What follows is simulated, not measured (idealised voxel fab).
The process module that follows is named voxel air gaps.
Section shown: cut. Width: 270 nm. Cell size: 5 nm, square.
Notation: cross-section as square-cell grid; stated in bands, top first, going down; one or more cell rows per band. Band: top height; bottom height; in nm. Then, left to right: material with width in nm, for each material. "everywhere": a single material spanning edge to edge. "air": empty space. Convention: height 0 is the level below which the wafer, as received, is all one material. The lowest band does not terminate at the bottom but continues downward, represented as "0 and below". The two numbers in a width such as "30..40" mark its ends across the band: the first belongs to the top row of cells, the second to the bottom row, and from each row to the next the width moves by the same amount. A step reported as "no modifications" is a step in which no cell of the cross-section changed. Empty spaces counting at least 8 cells and having no open way to the top are listed in "Fully closed voids". The notation width x height at distance is used for each, the distance being from the left edge and all three values in nm. Step line, after settings: the simulator's comment on this step. When a step includes a mask, the "overlay nm" setting on its line states how far to the right of its planned place that mask lay, and negative values state how far to the left.
LIST OF PLANNED PROCESS STEPS
step 1: RECEIVE | material Si
step 2: CONFORMAL_DEP | material SiO2 | thk nm 5
step 3: CONFORMAL_DEP | material SiCN | thk nm 5
step 4: DIRECTIONAL_DEP | material lowk | thk nm 40
step 5: DIRECTIONAL_DEP | material aC | thk nm 15
step 6: PATTERN | tone open | mask id LINES | material resist | width nm 15 | pitch nm 40 | thk nm 35 | overlay nm 0
step 7: DIRECTIONAL_ETCH | etch materials aC | depth nm 15
step 8: STRIP | etch materials resist
step 9: DIRECTIONAL_ETCH | etch materials lowk | depth nm 40
step 10: STRIP | etch materials aC
step 11: CONFORMAL_DEP | material TiN | thk nm 5
step 12: FILL_DEP | material W | thk nm 10
step 13: CMP | height nm 55
step 14: EPI | material Ru | thk nm 10
step 15: SELECTIVE_ETCH | etch materials lowk | depth nm 50
step 16: CONFORMAL_DEP | material SiCN | thk nm 5
For this document, wafers share an identical start and vary in the step 2 thk nm; the plan quotes the first wafer's value.
CROSS-SECTION OF THE FIRST OF SEVERAL RECEIVED WAFERS, SHOWING ITS STATE AFTER STEP 1
- 0 and below = Si everywhere
- Fully closed voids: none
HERE'S THE FIRST OF SEVERAL WAFERS IN CROSS-SECTION, END OF THE MODULE, AFTER THE LAST STEP, STEP 16
- 70 down to 65 = SiCN everywhere
- 65 down to 55 = Ru everywhere
- 55 down to 50 = TiN: 90, W: 5, TiN: 35, W: 5, TiN: 35, W: 5, TiN: 95
- 50 down to 15 = lowk: 85, TiN: 5, W: 5, TiN: 5, lowk: 25, TiN: 5, W: 5, TiN: 5, lowk: 25, TiN: 5, W: 5, TiN: 5, lowk: 90
- 15 down to 10 = lowk: 85, TiN: 15, lowk: 25, TiN: 15, lowk: 25, TiN: 15, lowk: 90
- 10 down to 5 = SiCN everywhere
- 5 down to 0 = SiO2 everywhere
- 0 and below = Si everywhere
- Fully closed voids: none
FINAL WAFER CROSS-SECTION AT MODULE END
- 70 down to 65 = air: 70, SiCN: 125, air: 75
- 65 down to 55 = air: 70, SiCN: 5, Ru: 35, SiCN: 5, Ru: 35, SiCN: 5, Ru: 35, SiCN: 5, air: 75
- 55 down to 50 = air: 70, SiCN: 15, TiN: 5, W: 5, TiN: 5, SiCN: 25, TiN: 5, W: 5, TiN: 5, SiCN: 25, TiN: 5, W: 5, TiN: 5, SiCN: 15, air: 75
- 50 down to 35 = air: 80, SiCN: 5, TiN: 5, W: 5, TiN: 5, SiCN: 5, air: 15, SiCN: 5, TiN: 5, W: 5, TiN: 5, SiCN: 5, air: 15, SiCN: 5, TiN: 5, W: 5, TiN: 5, SiCN: 5, air: 85
- 35 down to 30 = SiCN: 85, TiN: 15, SiCN: 25, TiN: 15, SiCN: 25, TiN: 15, SiCN: 90
- 30 down to 25 = SiCN everywhere
- 25 down to 0 = SiO2 everywhere
- 0 and below = Si everywhere
- Fully closed voids: 15 x 15 at 105; 15 x 15 at 145
QUICK KEY FOR THE TABLE: A ROW PER WAFER, TAKEN AT THE END OF THE MODULE. FOR EACH MATERIAL IT TELLS YOU HOW MANY CELLS THE WAFER GAINED (+) OR LOST (-) SINCE IT CAME IN, AND THE CLOSED VOIDS COME AFTER
thk nm 5 | +108 Ru | +108 SiCN | +54 SiO2 | +102 TiN | +24 W | +360 lowk | Fully closed voids: none
thk nm 10 | +42 Ru | +184 SiCN | +108 SiO2 | +51 TiN | +21 W | Fully closed voids: 15 x 30 at 105; 15 x 30 at 145
thk nm 15 | +42 Ru | +178 SiCN | +162 SiO2 | +45 TiN | +18 W | Fully closed voids: 15 x 25 at 105; 15 x 25 at 145
thk nm 20 | +42 Ru | +172 SiCN | +216 SiO2 | +39 TiN | +15 W | Fully closed voids: 15 x 20 at 105; 15 x 20 at 145
thk nm 25 | +42 Ru | +166 SiCN | +270 SiO2 | +33 TiN | +12 W | Fully closed voids: 15 x 15 at 105; 15 x 15 at 145
